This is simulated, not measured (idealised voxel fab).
Process module heading - voxel quadruple lines
Each square cell in cross-section cut measures 5 nm, and the section as a whole is 140 nm wide.
For the purposes of this document, a cross-section shall be understood as a grid of square cells, specified as bands listed in top-to-bottom order, each band consisting of one or more rows of cells.
Each band's line starts with the height of the band's top and of its bottom, in nm. Then come its materials from left to right, each with its width in nm. One material with "edge to edge" fills the band from edge to edge. "air" is empty space.
Note: height 0 marks the level under which the wafer is uniformly one material as received. Lowest band unbounded below, written "0..down".
Graded width ("30->40"): value in top row of band = first number; value in bottom row = second number; row-to-row change constant.
What does "stayed the same" mean for a step? It means no cell of the cross-section changed in that step.
Listed in "Internal closed voids": every empty space of 8 or more cells without an open way to the top. Form: width x height at distance, the distance being from the left edge, all in nm.
Heads up: the bit after the settings on a step's line is the simulator's remark on that step.
overlay nm: for a step with a mask, the amount by which the mask lay right of where it was planned; a negative amount means left of it.
Read the rest as pairs. Take the cross-section before one process step, then the cross-section after it, which shows only down to the lowest band that changed. Under the pair, find the step between them and its settings. Bear in mind that pairs may come from different runs of this module on the same starting wafer: link a pair to the pair above it only where its entry headed "Before-step section" says to.
BEFORE-STEP SECTION
> 65..60: resist 50; air 35; resist 55
> 60..40: aC 50; air 35; aC 55
> 40..20: polySi edge to edge
> 20..10: Ru edge to edge
> 10..0: SiO2 edge to edge
> 0..down: Si edge to edge
> Internal closed voids: none
SECTIONAL VIEW, POST-PROCESS
> 60..40: aC 50; air 35; aC 55
> Heights below 40 show no change.
> Internal closed voids: none
For reference, the processing step occurring between the two cross-sections presented above is as follows: STRIP [etch materials resist]
Before-step section: For the state before this step, see the after cross-section of the pair located directly above.
SECTIONAL VIEW, POST-PROCESS
> 75..60: SiO2 65; air 5; SiO2 70
> 60..55: aC 50; SiO2 15; air 5; SiO2 15; aC 55
> 55..40: aC 50; SiO2 35; aC 55
> Heights below 40 show no change.
> Internal closed voids: none
For reference, the processing step occurring between the two cross-sections presented above is as follows: CONFORMAL_DEP [material SiO2] [thk nm 15]
Before-step section: For the state before this step, see the after cross-section of the pair located directly above.
SECTIONAL VIEW, POST-PROCESS
> 60..40: aC 50; SiO2 15; air 5; SiO2 15; aC 55
> Heights below 40 show no change.
> Internal closed voids: none
For reference, the processing step occurring between the two cross-sections presented above is as follows: DIRECTIONAL_ETCH [etch materials SiO2] [depth nm 15]
Before-step section: For the state before this step, see the after cross-section of the pair located directly above.
SECTIONAL VIEW, POST-PROCESS
> 60..40: air 50; SiO2 15; air 5; SiO2 15; air 55
> Heights below 40 show no change.
> Internal closed voids: none
For reference, the processing step occurring between the two cross-sections presented above is as follows: STRIP [etch materials aC]
Before-step section: For the state before this step, see the after cross-section of the pair located directly above.
SECTIONAL VIEW, POST-PROCESS
> 60..40: air 50; SiO2 15; air 5; SiO2 15; air 55
> 40..20: air 50; polySi 15; air 5; polySi 15; air 55
> Heights below 20 show no change.
> Internal closed voids: none
For reference, the processing step occurring between the two cross-sections presented above is as follows: DIRECTIONAL_ETCH [etch materials polySi] [depth nm 20]
Before-step section: For the state before this step, see the after cross-section of the pair located directly above.
SECTIONAL VIEW, POST-PROCESS
> 40..20: air 50; polySi 15; air 5; polySi 15; air 55
> Heights below 20 show no change.
> Internal closed voids: none
For reference, the processing step occurring between the two cross-sections presented above is as follows: STRIP [etch materials SiO2]
Before-step section: For the state before this step, see the after cross-section of the pair located directly above.
SECTIONAL VIEW, POST-PROCESS
> 50..40: air 40; SiN 55; air 45
> 40..30: air 40; SiN 10; polySi 15; SiN 5; polySi 15; SiN 10; air 45
> 30..20: SiN 50; polySi 15; SiN 5; polySi 15; SiN 55
> Heights below 20 show no change.
> Internal closed voids: none
For reference, the processing step occurring between the two cross-sections presented above is as follows: CONFORMAL_DEP [material SiN] [thk nm 10]
Before-step section: For the state before this step, see the after cross-section of the pair located directly above.
SECTIONAL VIEW, POST-PROCESS
> 40..20: air 40; SiN 10; polySi 15; SiN 5; polySi 15; SiN 10; air 45
> Heights below 20 show no change.
> Internal closed voids: none
For reference, the processing step occurring between the two cross-sections presented above is as follows: DIRECTIONAL_ETCH [etch materials SiN] [depth nm 10]
Before-step section: For the state before this step, see the after cross-section of the pair located directly above.
SECTIONAL VIEW, POST-PROCESS
> 40..20: air 40; SiN 10; air 15; SiN 5; air 15; SiN 10; air 45
> Heights below 20 show no change.
> Internal closed voids: none
For reference, the processing step occurring between the two cross-sections presented above is as follows: STRIP [etch materials polySi]
Before-step section: For the state before this step, see the after cross-section of the pair located directly above.
SECTIONAL VIEW, POST-PROCESS
> 40..20: air 40; SiN 10; air 15; SiN 5; air 15; SiN 10; air 45
> 20..10: air 40; Ru 10; air 15; Ru 5; air 15; Ru 10; air 45
> Heights below 10 show no change.
> Internal closed voids: none
For reference, the processing step occurring between the two cross-sections presented above is as follows: DIRECTIONAL_ETCH [etch materials Ru] [depth nm 10]
Before-step section: For the state before this step, see the after cross-section of the pair located directly above.
SECTIONAL VIEW, POST-PROCESS
> 20..10: air 40; Ru 10; air 15; Ru 5; air 15; Ru 10; air 45
> Heights below 10 show no change.
> Internal closed voids: none
For reference, the processing step occurring between the two cross-sections presented above is as follows: STRIP [etch materials SiN]
